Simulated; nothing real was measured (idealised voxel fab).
process module | voxel self aligned contacts
cross-section cut | 270 nm wide | cells 5 nm
A cross-section is a grid of square cells, given in bands from the top down. A band is one or more rows of cells.
Each band's line starts with the height of the band's top and of its bottom, in nm. Then come its materials from left to right, each with its width in nm. One material with "throughout" fills the band from edge to edge. "air" is empty space.
Height 0 is the level under which the wafer as received is all one material. The lowest band goes on downwards, as in "0 down".
A width such as "30 to 40" changes by the same amount from each row of cells to the next, from the band's top row to its bottom row.
"no change" after a step means that no cell of the cross-section changed.
closed voids: empty space of 8 cells or more with no open way to the top, each as width x height at its distance from the left edge, in nm
after a step's settings: what the simulator itself notes on the step
overlay nm, on a step with a mask: how far to the right of its planned place the mask lay; to the left if negative
plan
1 op RECEIVE | material Si
2 op OXIDIZE | depth nm 5
3 op DIRECTIONAL_DEP | material polySi | thk nm 20
4 op DIRECTIONAL_DEP | material SiN | thk nm 25
5 op PATTERN | tone cover | mask id GATE | material resist | width nm 35 | pitch nm 75 | thk nm 15 | overlay nm 0
6 op DIRECTIONAL_ETCH | etch materials SiN | depth nm 25
7 op DIRECTIONAL_ETCH | etch materials polySi | depth nm 20
8 op STRIP | etch materials resist
9 op CONFORMAL_DEP | material SiN | thk nm 10
10 op DIRECTIONAL_ETCH | etch materials SiN | depth nm 10
11 op FILL_DEP | material SiO2 | thk nm 20
12 op CMP | height nm 55
13 op MASKED_ETCH | tone open | mask id CONTACT | width nm 50 | etch materials SiO2 | depth nm 50 | overlay nm 0
14 op CONFORMAL_DEP | material TiN | thk nm 5
15 op FILL_DEP | material Ru | thk nm 5
16 op CMP | height nm 55
17 op CONFORMAL_DEP | material SiCN | thk nm 5
varied across the wafers: depth nm of step 13. The plan shows the first wafer's value. All wafers start alike
first wafer as received, after step 1
  0 down: Si throughout
  closed voids: none
first wafer at the end, after step 17
  60 to 55: SiCN throughout
  55 to 45: SiO2 110 | TiN 5 to 20 | Ru 40 to 10 | TiN 5 to 20 | SiO2 110
  45 to 20: SiO2 70 | SiN 55 | TiN 5 | Ru 10 | TiN 5 | SiN 55 | SiO2 70
  20 to 10: SiO2 70 | SiN 10 | polySi 35 | SiN 10 | TiN 5 | Ru 10 | TiN 5 | SiN 10 | polySi 35 | SiN 10 | SiO2 70
  10 to 5: SiO2 70 | SiN 10 | polySi 35 | SiN 10 | TiN 20 | SiN 10 | polySi 35 | SiN 10 | SiO2 70
  5 to 0: SiO2 70 | SiN 10 | polySi 35 | SiN 10 | SiO2 20 | SiN 10 | polySi 35 | SiN 10 | SiO2 70
  0 to -5: SiO2 throughout
  -5 down: Si throughout
  closed voids: none
last wafer at the end
  60 to 55: SiCN throughout
  55 to 45: SiO2 110 | TiN 5 to 20 | Ru 40 to 10 | TiN 5 to 20 | SiO2 110
  45 to 20: SiO2 70 | SiN 55 | TiN 5 | Ru 10 | TiN 5 | SiN 55 | SiO2 70
  20 to 0: SiO2 70 | SiN 10 | polySi 35 | SiN 10 | TiN 5 | Ru 10 | TiN 5 | SiN 10 | polySi 35 | SiN 10 | SiO2 70
  0 to -5: SiO2 125 | TiN 20 | SiO2 125
  -5 down: Si throughout
  closed voids: none
each wafer at the end: cells of each material gained (+) or lost (-) since it was received, then its closed voids
depth nm 50 | +24 Ru | -54 Si | +54 SiCN | +142 SiN | +398 SiO2 | +28 TiN | +56 polySi | closed voids: none
depth nm 55 | +26 Ru | -54 Si | +54 SiCN | +142 SiN | +394 SiO2 | +30 TiN | +56 polySi | closed voids: none
depth nm 60 | +28 Ru | -54 Si | +54 SiCN | +142 SiN | +390 SiO2 | +32 TiN | +56 polySi | closed voids: none
depth nm 65 | +28 Ru | -54 Si | +54 SiCN | +142 SiN | +390 SiO2 | +32 TiN | +56 polySi | closed voids: none
depth nm 70 | +28 Ru | -54 Si | +54 SiCN | +142 SiN | +390 SiO2 | +32 TiN | +56 polySi | closed voids: none
depth nm 75 | +28 Ru | -54 Si | +54 SiCN | +142 SiN | +390 SiO2 | +32 TiN | +56 polySi | closed voids: none
